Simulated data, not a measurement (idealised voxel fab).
Process module in this document: voxel ribs on slabs
The figure presents cross-section cut, which has a width of 240 nm and is divided into square cells with an edge length of 5 nm.
The cross-sections in this document take the form of a grid made of square cells. They are written out as bands, in order from top to bottom. Each band consists of one or more rows of cells.
First you get the band's top height and its bottom height, in nm, and then the materials it's made of, left to right, with each width in nm. If you see a single material with "full width", that one covers the band edge to edge. "air" is empty space.
For the purposes of this specification, 0 denotes the height below which the wafer in its as-received condition is composed wholly of one material, and the lowermost band, lacking a lower limit, extends downward without end, as expressed in "top 0, no bottom".
Note: "30..40" means the width goes from the first number (top row of the band) to the second number (bottom row) in equal steps per row of cells.
Where the words "nothing altered" appear for a step, the cross-section shows no cell changed by that step; every cell remained as before.
"Fully sealed voids" - sealed voids, min. 8 cells, no opening to top; format: width x height at distance (distance from left edge; nm throughout).
Anything after a step's settings on that line? It's the simulator's own note about the step.
overlay nm: right-of-plan distance of the mask on a masked step; negative values mean left-of-plan.
### These are the steps we planned for the process
- 1: RECEIVE, material Si
- 2: DIRECTIONAL_DEP, material SiO2, thk nm 20
- 3: DIRECTIONAL_DEP, material SiN, thk nm 20
- 4: DIRECTIONAL_DEP, material aC, thk nm 5
- 5: PATTERN, tone cover, mask id RIB, material resist, width nm 30, thk nm 30, overlay nm 0
- 6: DIRECTIONAL_ETCH, etch materials aC, depth nm 10
- 7: STRIP, etch materials resist
- 8: DIRECTIONAL_ETCH, etch materials SiN, depth nm 15
- 9: STRIP, etch materials aC
- 10: MASKED_ETCH, tone cover, mask id SLAB, width nm 60, etch materials SiN, depth nm 5, overlay nm 0
- 11: FILL_DEP, material SiO2, thk nm 15
- 12: CMP, height nm 50
- 13: DIRECTIONAL_DEP, material W, thk nm 5
- 14: MASKED_ETCH, tone cover, mask id HEATER, width nm 40, etch materials W, depth nm 5, overlay nm 0
- 15: CONFORMAL_DEP, material SiN, thk nm 10
Wafer-to-wafer difference: thk nm, step 4. Common start. Plan = first wafer's value.
### Cross-section, first of several wafers, as delivered after step 1
> top 0, no bottom = Si full width
> Fully sealed voids: none
### End of the module, past its last step, step 15: how the first of several wafers looks in cross-section
> top 65, bottom 60 = 90 nm air  60 nm SiN  90 nm air
> top 60, bottom 55 = SiN full width
> top 55, bottom 50 = 100 nm SiN  40 nm W  100 nm SiN
> top 50, bottom 40 = SiO2 full width
> top 40, bottom 25 = 105 nm SiO2  30 nm SiN  105 nm SiO2
> top 25, bottom 20 = 90 nm SiO2  60 nm SiN  90 nm SiO2
> top 20, bottom 0 = SiO2 full width
> top 0, no bottom = Si full width
> Fully sealed voids: none
### Here's the last wafer cross-sectioned at the end of the module
> top 65, bottom 60 = 90 nm air  60 nm SiN  90 nm air
> top 60, bottom 55 = SiN full width
> top 55, bottom 50 = 100 nm SiN  40 nm W  100 nm SiN
> top 50, bottom 40 = SiO2 full width
> top 40, bottom 35 = 90 nm SiO2  60 nm SiN  90 nm SiO2
> top 35, bottom 20 = SiN full width
> top 20, bottom 0 = SiO2 full width
> top 0, no bottom = Si full width
> Fully sealed voids: none
### Below, a row for every wafer. Read it as the end-of-module picture: for each material the wafer shows its cells gained (+) or lost (-) since it was received, and then its closed voids
thk nm 5 | +130 SiN | +450 SiO2 | +8 W | Fully sealed voids: none
thk nm 10 | +130 SiN | +450 SiO2 | +8 W | Fully sealed voids: none
thk nm 15 | +256 SiN | +324 SiO2 | +8 W | Fully sealed voids: none
thk nm 20 | +256 SiN | +324 SiO2 | +8 W | Fully sealed voids: none
thk nm 25 | +256 SiN | +324 SiO2 | +8 W | Fully sealed voids: none
